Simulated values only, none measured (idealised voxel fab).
process module | voxel wiring stack
cross-section cut | 260 nm wide | cells 5 nm
A cross-section is a grid of square cells, given in bands from the top down. A band is one or more rows of cells.
Each band's line starts with the height of the band's top and of its bottom, in nm. Then come its materials from left to right, each with its width in nm. One material with "throughout" fills the band from edge to edge. "air" is empty space.
Height 0 is the level under which the wafer as received is all one material. The lowest band goes on downwards, as in "0 down".
A width such as "30 to 40" changes by the same amount from each row of cells to the next, from the band's top row to its bottom row.
"no change" after a step means that no cell of the cross-section changed.
closed voids: empty space of 8 cells or more with no open way to the top, each as width x height at its distance from the left edge, in nm
after a step's settings: what the simulator itself notes on the step
overlay nm, on a step with a mask: how far to the right of its planned place the mask lay; to the left if negative
plan
1 op RECEIVE | material Si
2 op CONFORMAL_DEP | material SiO2 | thk nm 15
3 op DIRECTIONAL_DEP | material TiN | thk nm 5
4 op DIRECTIONAL_DEP | material Ru | thk nm 25
5 op PATTERN | tone cover | mask id METAL_1 | material resist | width nm 30 | pitch nm 45 | thk nm 15 | overlay nm 0
6 op DIRECTIONAL_ETCH | etch materials Ru | depth nm 25
7 op DIRECTIONAL_ETCH | etch materials TiN | depth nm 5
8 op STRIP | etch materials resist
9 op CONFORMAL_DEP | material SiCN | thk nm 5
10 op FILL_DEP | material SiO2 | thk nm 5
11 op CMP | height nm 45
12 op CONFORMAL_DEP | material SiCN | thk nm 5
13 op DIRECTIONAL_DEP | material lowk | thk nm 20
14 op MASKED_ETCH | tone open | mask id PLUG_1 | width nm 15 | pitch nm 90 | etch materials lowk | depth nm 20 | overlay nm 0
15 op MASKED_ETCH | tone open | mask id PLUG_1 | width nm 15 | pitch nm 90 | etch materials SiCN | depth nm 5 | overlay nm 0
16 op EPI | material Ru | thk nm 10
17 op EPI | material Ru | thk nm 10
18 op EPI | material Ru | thk nm 5
19 op CONFORMAL_DEP | material SiN | thk nm 5
20 op DIRECTIONAL_DEP | material SiO2 | thk nm 25
21 op DIRECTIONAL_DEP | material aC | thk nm 15
22 op PATTERN | tone open | mask id METAL_2 | material resist | width nm 30 | pitch nm 45 | thk nm 35 | overlay nm 0
23 op DIRECTIONAL_ETCH | etch materials aC | depth nm 15
24 op STRIP | etch materials resist
25 op DIRECTIONAL_ETCH | etch materials SiO2 | depth nm 25
26 op DIRECTIONAL_ETCH | etch materials SiN | depth nm 5
27 op STRIP | etch materials aC
28 op CONFORMAL_DEP | material TiN | thk nm 5
29 op FILL_DEP | material Ru | thk nm 10
30 op CMP | height nm 100
31 op EPI | material Ru | thk nm 5
32 op FILL_DEP | material SiCN | thk nm 5
33 op DIRECTIONAL_DEP | material lowk | thk nm 25
34 op PATTERN | tone open | mask id METAL_3 | material resist | width nm 30 | pitch nm 45 | thk nm 20 | overlay nm 0
35 op DIRECTIONAL_ETCH | etch materials lowk | depth nm 15
36 op STRIP | etch materials resist
37 op DIRECTIONAL_DEP | material aC | thk nm 15
38 op PATTERN | tone open | mask id METAL_3_HOLES | material resist | width nm 15 | pitch nm 45 | thk nm 30 | overlay nm 0
39 op DIRECTIONAL_ETCH | etch materials aC | depth nm 15
40 op STRIP | etch materials resist
41 op DIRECTIONAL_ETCH | etch materials lowk | depth nm 10
42 op DIRECTIONAL_ETCH | etch materials SiCN | depth nm 5
43 op STRIP | etch materials aC
44 op CONFORMAL_DEP | material TiN | thk nm 5
45 op FILL_DEP | material Cu | thk nm 5
46 op CMP | height nm 135
47 op CONFORMAL_DEP | material SiN | thk nm 5
first wafer, as planned
as received, after step 1
  0 down: Si throughout
  closed voids: none
after step 2
  15 to 0: SiO2 throughout
  below 0: unchanged
after step 3
  20 to 15: TiN throughout
  below 15: unchanged
after step 4
  45 to 20: Ru throughout
  below 20: unchanged
after step 5
  60 to 45: air 70 | resist 30 | air 15 | resist 30 | air 15 | resist 30 | air 70
  below 45: unchanged
after step 6
  60 to 45: air 70 | resist 30 | air 15 | resist 30 | air 15 | resist 30 | air 70
  45 to 20: air 70 | Ru 30 | air 15 | Ru 30 | air 15 | Ru 30 | air 70
  below 20: unchanged
after step 7
  60 to 45: air 70 | resist 30 | air 15 | resist 30 | air 15 | resist 30 | air 70
  45 to 20: air 70 | Ru 30 | air 15 | Ru 30 | air 15 | Ru 30 | air 70
  20 to 15: air 70 | TiN 30 | air 15 | TiN 30 | air 15 | TiN 30 | air 70
  below 15: unchanged
after step 8
  45 to 20: air 70 | Ru 30 | air 15 | Ru 30 | air 15 | Ru 30 | air 70
  below 20: unchanged
after step 9
  50 to 45: air 65 | SiCN 40 | air 5 | SiCN 40 | air 5 | SiCN 40 | air 65
  45 to 20: air 65 | SiCN 5 | Ru 30 | SiCN 5 | air 5 | SiCN 5 | Ru 30 | SiCN 5 | air 5 | SiCN 5 | Ru 30 | SiCN 5 | air 65
  20 to 15: SiCN 70 | TiN 30 | SiCN 15 | TiN 30 | SiCN 15 | TiN 30 | SiCN 70
  below 15: unchanged
after step 10
  55 to 50: SiO2 throughout
  50 to 45: SiO2 65 | SiCN 40 | SiO2 5 | SiCN 40 | SiO2 5 | SiCN 40 | SiO2 65
  45 to 20: SiO2 65 | SiCN 5 | Ru 30 | SiCN 5 | SiO2 5 | SiCN 5 | Ru 30 | SiCN 5 | SiO2 5 | SiCN 5 | Ru 30 | SiCN 5 | SiO2 65
  below 20: unchanged
after step 11
  45 to 20: SiO2 65 | SiCN 5 | Ru 30 | SiCN 5 | SiO2 5 | SiCN 5 | Ru 30 | SiCN 5 | SiO2 5 | SiCN 5 | Ru 30 | SiCN 5 | SiO2 65
  below 20: unchanged
after step 12
  50 to 45: SiCN throughout
  below 45: unchanged
after step 13
  70 to 50: lowk throughout
  below 50: unchanged
after step 14
  70 to 50: lowk 70 | air 15 | lowk 75 | air 15 | lowk 85
  below 50: unchanged
after step 15
  70 to 50: lowk 70 | air 15 | lowk 75 | air 15 | lowk 85
  50 to 45: SiCN 70 | air 15 | SiCN 75 | air 15 | SiCN 85
  below 45: unchanged
after step 16
  70 to 55: lowk 70 | air 15 | lowk 75 | air 15 | lowk 85
  55 to 50: lowk 70 | Ru 15 | lowk 75 | Ru 15 | lowk 85
  50 to 45: SiCN 70 | Ru 15 | SiCN 75 | Ru 15 | SiCN 85
  below 45: unchanged
after step 17
  70 to 65: lowk 70 | air 15 | lowk 75 | air 15 | lowk 85
  65 to 50: lowk 70 | Ru 15 | lowk 75 | Ru 15 | lowk 85
  below 50: unchanged
after step 18
  70 to 50: lowk 70 | Ru 15 | lowk 75 | Ru 15 | lowk 85
  below 50: unchanged
after step 19
  75 to 70: SiN throughout
  below 70: unchanged
after step 20
  100 to 75: SiO2 throughout
  below 75: unchanged
after step 21
  115 to 100: aC throughout
  below 100: unchanged
after step 22
  150 to 115: resist 70 | air 30 | resist 15 | air 30 | resist 15 | air 30 | resist 70
  below 115: unchanged
after step 23
  135 to 115: resist 70 | air 30 | resist 15 | air 30 | resist 15 | air 30 | resist 70
  115 to 100: aC 70 | air 30 | aC 15 | air 30 | aC 15 | air 30 | aC 70
  below 100: unchanged
after step 24
  115 to 100: aC 70 | air 30 | aC 15 | air 30 | aC 15 | air 30 | aC 70
  below 100: unchanged
after step 25
  115 to 100: aC 70 | air 30 | aC 15 | air 30 | aC 15 | air 30 | aC 70
  100 to 75: SiO2 70 | air 30 | SiO2 15 | air 30 | SiO2 15 | air 30 | SiO2 70
  below 75: unchanged
after step 26
  115 to 100: aC 70 | air 30 | aC 15 | air 30 | aC 15 | air 30 | aC 70
  100 to 75: SiO2 70 | air 30 | SiO2 15 | air 30 | SiO2 15 | air 30 | SiO2 70
  75 to 70: SiN 70 | air 30 | SiN 15 | air 30 | SiN 15 | air 30 | SiN 70
  below 70: unchanged
after step 27
  100 to 75: SiO2 70 | air 30 | SiO2 15 | air 30 | SiO2 15 | air 30 | SiO2 70
  below 75: unchanged
after step 28
  105 to 100: TiN 75 | air 20 | TiN 25 | air 20 | TiN 25 | air 20 | TiN 75
  100 to 75: SiO2 70 | TiN 5 | air 20 | TiN 5 | SiO2 15 | TiN 5 | air 20 | TiN 5 | SiO2 15 | TiN 5 | air 20 | TiN 5 | SiO2 70
  75 to 70: SiN 70 | TiN 30 | SiN 15 | TiN 30 | SiN 15 | TiN 30 | SiN 70
  below 70: unchanged
after step 29
  115 to 105: Ru throughout
  105 to 100: TiN 75 | Ru 20 | TiN 25 | Ru 20 | TiN 25 | Ru 20 | TiN 75
  100 to 75: SiO2 70 | TiN 5 | Ru 20 | TiN 5 | SiO2 15 | TiN 5 | Ru 20 | TiN 5 | SiO2 15 | TiN 5 | Ru 20 | TiN 5 | SiO2 70
  below 75: unchanged
after step 30
  100 to 75: SiO2 70 | TiN 5 | Ru 20 | TiN 5 | SiO2 15 | TiN 5 | Ru 20 | TiN 5 | SiO2 15 | TiN 5 | Ru 20 | TiN 5 | SiO2 70
  below 75: unchanged
after step 31
  105 to 100: air 65 | Ru 40 | air 5 | Ru 40 | air 5 | Ru 40 | air 65
  below 100: unchanged
after step 32
  110 to 105: SiCN throughout
  105 to 100: SiCN 65 | Ru 40 | SiCN 5 | Ru 40 | SiCN 5 | Ru 40 | SiCN 65
  below 100: unchanged
after step 33
  135 to 110: lowk throughout
  below 110: unchanged
after step 34
  155 to 135: resist 70 | air 30 | resist 15 | air 30 | resist 15 | air 30 | resist 70
  below 135: unchanged
after step 35
  155 to 135: resist 70 | air 30 | resist 15 | air 30 | resist 15 | air 30 | resist 70
  135 to 120: lowk 70 | air 30 | lowk 15 | air 30 | lowk 15 | air 30 | lowk 70
  below 120: unchanged
after step 36
  135 to 120: lowk 70 | air 30 | lowk 15 | air 30 | lowk 15 | air 30 | lowk 70
  below 120: unchanged
after step 37
  150 to 135: aC 70 | air 30 | aC 15 | air 30 | aC 15 | air 30 | aC 70
  135 to 120: lowk 70 | aC 30 | lowk 15 | aC 30 | lowk 15 | aC 30 | lowk 70
  below 120: unchanged
after step 38
  180 to 150: resist 70 | air 15 | resist 30 | air 15 | resist 30 | air 15 | resist 85
  150 to 135: aC 70 | air 15 | resist 15 | aC 15 | air 15 | resist 15 | aC 15 | air 15 | resist 15 | aC 70
  below 135: unchanged
after step 39
  165 to 150: resist 70 | air 15 | resist 30 | air 15 | resist 30 | air 15 | resist 85
  150 to 135: aC 70 | air 15 | resist 15 | aC 15 | air 15 | resist 15 | aC 15 | air 15 | resist 15 | aC 70
  135 to 120: lowk 70 | air 15 | aC 15 | lowk 15 | air 15 | aC 15 | lowk 15 | air 15 | aC 15 | lowk 70
  below 120: unchanged
after step 40
  150 to 135: aC 70 | air 30 | aC 15 | air 30 | aC 15 | air 30 | aC 70
  below 135: unchanged
after step 41
  150 to 135: aC 70 | air 30 | aC 15 | air 30 | aC 15 | air 30 | aC 70
  135 to 120: lowk 70 | air 15 | aC 15 | lowk 15 | air 15 | aC 15 | lowk 15 | air 15 | aC 15 | lowk 70
  120 to 110: lowk 70 | air 15 | lowk 30 | air 15 | lowk 30 | air 15 | lowk 85
  below 110: unchanged
after step 42
  150 to 135: aC 70 | air 30 | aC 15 | air 30 | aC 15 | air 30 | aC 70
  135 to 120: lowk 70 | air 15 | aC 15 | lowk 15 | air 15 | aC 15 | lowk 15 | air 15 | aC 15 | lowk 70
  120 to 110: lowk 70 | air 15 | lowk 30 | air 15 | lowk 30 | air 15 | lowk 85
  110 to 105: SiCN 70 | air 15 | SiCN 30 | air 15 | SiCN 30 | air 15 | SiCN 85
  below 105: unchanged
after step 43
  135 to 120: lowk 70 | air 30 | lowk 15 | air 30 | lowk 15 | air 30 | lowk 70
  below 120: unchanged
after step 44
  140 to 135: TiN 75 | air 20 | TiN 25 | air 20 | TiN 25 | air 20 | TiN 75
  135 to 125: lowk 70 | TiN 5 | air 20 | TiN 5 | lowk 15 | TiN 5 | air 20 | TiN 5 | lowk 15 | TiN 5 | air 20 | TiN 5 | lowk 70
  125 to 120: lowk 70 | TiN 5 | air 5 | TiN 20 | lowk 15 | TiN 5 | air 5 | TiN 20 | lowk 15 | TiN 5 | air 5 | TiN 20 | lowk 70
  120 to 110: lowk 70 | TiN 5 | air 5 | TiN 5 | lowk 30 | TiN 5 | air 5 | TiN 5 | lowk 30 | TiN 5 | air 5 | TiN 5 | lowk 85
  110 to 105: SiCN 70 | TiN 15 | SiCN 30 | TiN 15 | SiCN 30 | TiN 15 | SiCN 85
  below 105: unchanged
after step 45
  145 to 140: Cu throughout
  140 to 135: TiN 75 | Cu 20 | TiN 25 | Cu 20 | TiN 25 | Cu 20 | TiN 75
  135 to 125: lowk 70 | TiN 5 | Cu 20 | TiN 5 | lowk 15 | TiN 5 | Cu 20 | TiN 5 | lowk 15 | TiN 5 | Cu 20 | TiN 5 | lowk 70
  125 to 120: lowk 70 | TiN 5 | Cu 5 | TiN 20 | lowk 15 | TiN 5 | Cu 5 | TiN 20 | lowk 15 | TiN 5 | Cu 5 | TiN 20 | lowk 70
  120 to 110: lowk 70 | TiN 5 | Cu 5 | TiN 5 | lowk 30 | TiN 5 | Cu 5 | TiN 5 | lowk 30 | TiN 5 | Cu 5 | TiN 5 | lowk 85
  below 110: unchanged
after step 46
  135 to 125: lowk 70 | TiN 5 | Cu 20 | TiN 5 | lowk 15 | TiN 5 | Cu 20 | TiN 5 | lowk 15 | TiN 5 | Cu 20 | TiN 5 | lowk 70
  below 125: unchanged
after step 47
  140 to 135: SiN throughout
  below 135: unchanged
second wafer: like start, like plan, one mistake. Through step 13 it matches the first wafer
when step 14 should have ended
  70 to 50: air 70 | lowk 15 | air 75 | lowk 15 | air 85
  below 50: unchanged
when step 15 should have ended: no change
when step 16 should have ended: no change
when step 17 should have ended: no change
when step 18 should have ended: no change
when step 19 should have ended
  75 to 70: air 65 | SiN 25 | air 65 | SiN 25 | air 80
  70 to 55: air 65 | SiN 5 | lowk 15 | SiN 5 | air 65 | SiN 5 | lowk 15 | SiN 5 | air 80
  55 to 50: SiN 70 | lowk 15 | SiN 75 | lowk 15 | SiN 85
  below 50: unchanged
when step 20 should have ended
  100 to 80: air 65 | SiO2 25 | air 65 | SiO2 25 | air 80
  80 to 75: SiO2 throughout
  75 to 70: SiO2 65 | SiN 25 | SiO2 65 | SiN 25 | SiO2 80
  70 to 55: SiO2 65 | SiN 5 | lowk 15 | SiN 5 | SiO2 65 | SiN 5 | lowk 15 | SiN 5 | SiO2 80
  below 55: unchanged
when step 21 should have ended
  115 to 100: air 65 | aC 25 | air 65 | aC 25 | air 80
  100 to 95: air 65 | SiO2 25 | air 65 | SiO2 25 | air 80
  95 to 80: aC 65 | SiO2 25 | aC 65 | SiO2 25 | aC 80
  below 80: unchanged
when step 22 should have ended
  150 to 115: resist 70 | air 30 | resist 15 | air 30 | resist 15 | air 30 | resist 70
  115 to 100: resist 65 | aC 25 | air 10 | resist 15 | air 30 | resist 10 | aC 25 | air 10 | resist 70
  100 to 95: resist 65 | SiO2 25 | air 10 | resist 15 | air 30 | resist 10 | SiO2 25 | air 10 | resist 70
  below 95: unchanged
when step 23 should have ended
  135 to 115: resist 70 | air 30 | resist 15 | air 30 | resist 15 | air 30 | resist 70
  115 to 100: resist 65 | aC 5 | air 30 | resist 15 | air 30 | resist 10 | aC 5 | air 30 | resist 70
  100 to 95: resist 65 | SiO2 25 | air 10 | resist 15 | air 30 | resist 10 | SiO2 25 | air 10 | resist 70
  95 to 80: aC 65 | SiO2 25 | air 10 | aC 15 | air 30 | aC 10 | SiO2 25 | air 10 | aC 70
  below 80: unchanged
when step 24 should have ended
  115 to 100: air 65 | aC 5 | air 85 | aC 5 | air 100
  100 to 95: air 65 | SiO2 25 | air 65 | SiO2 25 | air 80
  below 95: unchanged
when step 25 should have ended
  115 to 100: air 65 | aC 5 | air 85 | aC 5 | air 100
  100 to 95: air 65 | SiO2 5 | air 85 | SiO2 5 | air 100
  95 to 80: aC 65 | SiO2 5 | air 30 | aC 15 | air 30 | aC 10 | SiO2 5 | air 30 | aC 70
  80 to 75: SiO2 70 | air 30 | SiO2 15 | air 30 | SiO2 15 | air 30 | SiO2 70
  75 to 70: SiO2 65 | SiN 25 | air 10 | SiO2 15 | air 30 | SiO2 10 | SiN 25 | air 10 | SiO2 70
  70 to 55: SiO2 65 | SiN 5 | lowk 15 | SiN 5 | air 10 | SiO2 15 | air 30 | SiO2 10 | SiN 5 | lowk 15 | SiN 5 | air 10 | SiO2 70
  below 55: unchanged
when step 26 should have ended
  115 to 100: air 65 | aC 5 | air 85 | aC 5 | air 100
  100 to 95: air 65 | SiO2 5 | air 85 | SiO2 5 | air 100
  95 to 80: aC 65 | SiO2 5 | air 30 | aC 15 | air 30 | aC 10 | SiO2 5 | air 30 | aC 70
  80 to 75: SiO2 70 | air 30 | SiO2 15 | air 30 | SiO2 15 | air 30 | SiO2 70
  75 to 70: SiO2 65 | SiN 5 | air 30 | SiO2 15 | air 30 | SiO2 10 | SiN 5 | air 30 | SiO2 70
  70 to 55: SiO2 65 | SiN 5 | lowk 15 | SiN 5 | air 10 | SiO2 15 | air 30 | SiO2 10 | SiN 5 | lowk 15 | SiN 5 | air 10 | SiO2 70
  55 to 50: SiN 70 | lowk 15 | SiN 5 | air 10 | SiN 15 | air 30 | SiN 15 | lowk 15 | SiN 5 | air 10 | SiN 70
  below 50: unchanged
when step 27 should have ended
  100 to 80: air 65 | SiO2 5 | air 85 | SiO2 5 | air 100
  below 80: unchanged
when step 28 should have ended
  105 to 100: air 60 | TiN 15 | air 75 | TiN 15 | air 95
  100 to 85: air 60 | TiN 5 | SiO2 5 | TiN 5 | air 75 | TiN 5 | SiO2 5 | TiN 5 | air 95
  85 to 80: TiN 65 | SiO2 5 | TiN 5 | air 20 | TiN 25 | air 20 | TiN 15 | SiO2 5 | TiN 5 | air 20 | TiN 75
  80 to 75: SiO2 70 | TiN 5 | air 20 | TiN 5 | SiO2 15 | TiN 5 | air 20 | TiN 5 | SiO2 15 | TiN 5 | air 20 | TiN 5 | SiO2 70
  75 to 70: SiO2 65 | SiN 5 | TiN 30 | SiO2 15 | TiN 5 | air 20 | TiN 5 | SiO2 10 | SiN 5 | TiN 30 | SiO2 70
  70 to 55: SiO2 65 | SiN 5 | lowk 15 | SiN 5 | TiN 10 | SiO2 15 | TiN 5 | air 20 | TiN 5 | SiO2 10 | SiN 5 | lowk 15 | SiN 5 | TiN 10 | SiO2 70
  55 to 50: SiN 70 | lowk 15 | SiN 5 | TiN 10 | SiN 15 | TiN 30 | SiN 15 | lowk 15 | SiN 5 | TiN 10 | SiN 70
  below 50: unchanged
when step 29 should have ended
  115 to 105: Ru throughout
  105 to 100: Ru 60 | TiN 15 | Ru 75 | TiN 15 | Ru 95
  100 to 85: Ru 60 | TiN 5 | SiO2 5 | TiN 5 | Ru 75 | TiN 5 | SiO2 5 | TiN 5 | Ru 95
  85 to 80: TiN 65 | SiO2 5 | TiN 5 | Ru 20 | TiN 25 | Ru 20 | TiN 15 | SiO2 5 | TiN 5 | Ru 20 | TiN 75
  80 to 75: SiO2 70 | TiN 5 | Ru 20 | TiN 5 | SiO2 15 | TiN 5 | Ru 20 | TiN 5 | SiO2 15 | TiN 5 | Ru 20 | TiN 5 | SiO2 70
  75 to 70: SiO2 65 | SiN 5 | TiN 30 | SiO2 15 | TiN 5 | Ru 20 | TiN 5 | SiO2 10 | SiN 5 | TiN 30 | SiO2 70
  70 to 55: SiO2 65 | SiN 5 | lowk 15 | SiN 5 | TiN 10 | SiO2 15 | TiN 5 | Ru 20 | TiN 5 | SiO2 10 | SiN 5 | lowk 15 | SiN 5 | TiN 10 | SiO2 70
  below 55: unchanged
when step 30 should have ended
  100 to 85: Ru 60 | TiN 5 | SiO2 5 | TiN 5 | Ru 75 | TiN 5 | SiO2 5 | TiN 5 | Ru 95
  below 85: unchanged
when step 31 should have ended
  105 to 100: Ru throughout
  below 100: unchanged
when step 32 should have ended
  110 to 105: SiCN throughout
  below 105: unchanged
when step 33 should have ended
  135 to 110: lowk throughout
  below 110: unchanged
when step 34 should have ended
  155 to 135: resist 70 | air 30 | resist 15 | air 30 | resist 15 | air 30 | resist 70
  below 135: unchanged
when step 35 should have ended
  155 to 135: resist 70 | air 30 | resist 15 | air 30 | resist 15 | air 30 | resist 70
  135 to 120: lowk 70 | air 30 | lowk 15 | air 30 | lowk 15 | air 30 | lowk 70
  below 120: unchanged
when step 36 should have ended
  135 to 120: lowk 70 | air 30 | lowk 15 | air 30 | lowk 15 | air 30 | lowk 70
  below 120: unchanged
when step 37 should have ended
  150 to 135: aC 70 | air 30 | aC 15 | air 30 | aC 15 | air 30 | aC 70
  135 to 120: lowk 70 | aC 30 | lowk 15 | aC 30 | lowk 15 | aC 30 | lowk 70
  below 120: unchanged
when step 38 should have ended
  180 to 150: resist 70 | air 15 | resist 30 | air 15 | resist 30 | air 15 | resist 85
  150 to 135: aC 70 | air 15 | resist 15 | aC 15 | air 15 | resist 15 | aC 15 | air 15 | resist 15 | aC 70
  below 135: unchanged
when step 39 should have ended
  165 to 150: resist 70 | air 15 | resist 30 | air 15 | resist 30 | air 15 | resist 85
  150 to 135: aC 70 | air 15 | resist 15 | aC 15 | air 15 | resist 15 | aC 15 | air 15 | resist 15 | aC 70
  135 to 120: lowk 70 | air 15 | aC 15 | lowk 15 | air 15 | aC 15 | lowk 15 | air 15 | aC 15 | lowk 70
  below 120: unchanged
when step 40 should have ended
  150 to 135: aC 70 | air 30 | aC 15 | air 30 | aC 15 | air 30 | aC 70
  below 135: unchanged
when step 41 should have ended
  150 to 135: aC 70 | air 30 | aC 15 | air 30 | aC 15 | air 30 | aC 70
  135 to 120: lowk 70 | air 15 | aC 15 | lowk 15 | air 15 | aC 15 | lowk 15 | air 15 | aC 15 | lowk 70
  120 to 110: lowk 70 | air 15 | lowk 30 | air 15 | lowk 30 | air 15 | lowk 85
  below 110: unchanged
when step 42 should have ended
  150 to 135: aC 70 | air 30 | aC 15 | air 30 | aC 15 | air 30 | aC 70
  135 to 120: lowk 70 | air 15 | aC 15 | lowk 15 | air 15 | aC 15 | lowk 15 | air 15 | aC 15 | lowk 70
  120 to 110: lowk 70 | air 15 | lowk 30 | air 15 | lowk 30 | air 15 | lowk 85
  110 to 105: SiCN 70 | air 15 | SiCN 30 | air 15 | SiCN 30 | air 15 | SiCN 85
  below 105: unchanged
when step 43 should have ended
  135 to 120: lowk 70 | air 30 | lowk 15 | air 30 | lowk 15 | air 30 | lowk 70
  below 120: unchanged
when step 44 should have ended
  140 to 135: TiN 75 | air 20 | TiN 25 | air 20 | TiN 25 | air 20 | TiN 75
  135 to 125: lowk 70 | TiN 5 | air 20 | TiN 5 | lowk 15 | TiN 5 | air 20 | TiN 5 | lowk 15 | TiN 5 | air 20 | TiN 5 | lowk 70
  125 to 120: lowk 70 | TiN 5 | air 5 | TiN 20 | lowk 15 | TiN 5 | air 5 | TiN 20 | lowk 15 | TiN 5 | air 5 | TiN 20 | lowk 70
  120 to 110: lowk 70 | TiN 5 | air 5 | TiN 5 | lowk 30 | TiN 5 | air 5 | TiN 5 | lowk 30 | TiN 5 | air 5 | TiN 5 | lowk 85
  110 to 105: SiCN 70 | TiN 15 | SiCN 30 | TiN 15 | SiCN 30 | TiN 15 | SiCN 85
  below 105: unchanged
when step 45 should have ended
  145 to 140: Cu throughout
  140 to 135: TiN 75 | Cu 20 | TiN 25 | Cu 20 | TiN 25 | Cu 20 | TiN 75
  135 to 125: lowk 70 | TiN 5 | Cu 20 | TiN 5 | lowk 15 | TiN 5 | Cu 20 | TiN 5 | lowk 15 | TiN 5 | Cu 20 | TiN 5 | lowk 70
  125 to 120: lowk 70 | TiN 5 | Cu 5 | TiN 20 | lowk 15 | TiN 5 | Cu 5 | TiN 20 | lowk 15 | TiN 5 | Cu 5 | TiN 20 | lowk 70
  120 to 110: lowk 70 | TiN 5 | Cu 5 | TiN 5 | lowk 30 | TiN 5 | Cu 5 | TiN 5 | lowk 30 | TiN 5 | Cu 5 | TiN 5 | lowk 85
  below 110: unchanged
when step 46 should have ended
  135 to 125: lowk 70 | TiN 5 | Cu 20 | TiN 5 | lowk 15 | TiN 5 | Cu 20 | TiN 5 | lowk 15 | TiN 5 | Cu 20 | TiN 5 | lowk 70
  below 125: unchanged
when step 47 should have ended
  140 to 135: SiN throughout
  below 135: unchanged
what went wrong: step 14 ran as: op MASKED_ETCH | tone cover | mask id PLUG_1 | width nm 15 | pitch nm 90 | etch materials lowk | depth nm 20 | overlay nm 0
at the end the second wafer has, in cells: 116 more of Ru | 22 fewer of SiCN | 16 more of SiN | 50 more of TiN | 160 fewer of lowk
